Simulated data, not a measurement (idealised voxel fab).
Proc. module: voxel self aligned vias
Square cell edge 5 nm, section width 245 nm, ID cut.
Notation: cross-section as square-cell grid; stated in bands, top first, going down; one or more cell rows per band.
A band entry consists of two parts. The first gives the height of the band's top and the height of its bottom, in nm. The rest lists the band's materials from left to right, each with its width in nm. A single material labelled with the word "edge to edge" fills the band from edge to edge, and the word "air" marks empty space.
For the purposes of this specification, 0 denotes the height below which the wafer in its as-received condition is composed wholly of one material, and the lowermost band, lacking a lower limit, extends downward without end, as expressed in "from 0 down".
When a width is written as two numbers, as in "30..40", the first number is the width in the top row of cells of the band and the second is the width in its bottom row, and the width changes by the same amount from each row to the next.
Given "nothing was modified" for a step, no cell of the cross-section differs between before and after that step.
"Closed void listing" contains a list of empty spaces, each no smaller than 8 cells and without an open way to the top, written in the form width x height at distance with the distance from the left edge and all three in nm.
The remark found on a step's line after its settings is issued by the simulator itself and pertains to that step.
A step line may carry the setting "overlay nm", which, for steps involving a mask, states the distance by which the mask lay to the right of its intended position; negative values denote displacement to the left.

Here's what the planned process steps look like
1: RECEIVE,material Si
2: CONFORMAL_DEP,material SiO2,thk nm 10
3: CONFORMAL_DEP,material SiCN,thk nm 5
4: DIRECTIONAL_DEP,material lowk,thk nm 25
5: MASKED_ETCH,tone open,mask id LINES,width nm 25,pitch nm 60,etch materials lowk,depth nm 25,overlay nm 0
6: CONFORMAL_DEP,material TiN,thk nm 5
7: FILL_DEP,material W,thk nm 5
8: CMP,height nm 40
9: SELECTIVE_ETCH,etch materials W Ru TiN,depth nm 10
10: FILL_DEP,material SiN,thk nm 5
11: CMP,height nm 40
12: DIRECTIONAL_DEP,material lowk,thk nm 20
13: PATTERN,tone open,mask id VIAS,material resist,width nm 45,pitch nm 60,thk nm 20,overlay nm 0
14: DIRECTIONAL_ETCH,etch materials lowk,depth nm 20
15: DIRECTIONAL_ETCH,etch materials SiN,depth nm 10
16: STRIP,etch materials resist
17: CONFORMAL_DEP,material TiN,thk nm 5
18: FILL_DEP,material Ru,thk nm 5
19: CMP,height nm 60
20: CONFORMAL_DEP,material SiN,thk nm 5

Wafer at receipt (post step 1), cross-section
> from 0 down | Si edge to edge
> Closed void listing: none

The following cross-section depicts the wafer upon conclusion of the module. Processing commenced from the starting condition illustrated above and adhered to the plan illustrated above, save for one mistake in execution
> from 65 to 60 | SiN edge to edge
> from 60 to 45 | lowk 70, TiN 5, Ru 35, TiN 5, lowk 15, TiN 5, Ru 35, TiN 5, lowk 70
> from 45 to 35 | lowk 70..85, TiN 20..5, Ru 5, TiN 20..5, lowk 15..45, TiN 20..5, Ru 5, TiN 20..5, lowk 70..85
> from 35 to 30 | lowk 85, TiN 15, lowk 45, TiN 15, lowk 85
> from 30 to 20 | lowk 85, TiN 5, W 5, TiN 5, lowk 45, TiN 5, W 5, TiN 5, lowk 85
> from 20 to 15 | lowk 85, TiN 15, lowk 45, TiN 15, lowk 85
> from 15 to 10 | SiCN edge to edge
> from 10 to 0 | SiO2 edge to edge
> from 0 down | Si edge to edge
> Closed void listing: none
Deviation from plan: step 5 ran with different settings than intended, the actual operation and settings being MASKED_ETCH,tone open,mask id LINES,width nm 15,pitch nm 60,etch materials lowk,depth nm 25,overlay nm 0
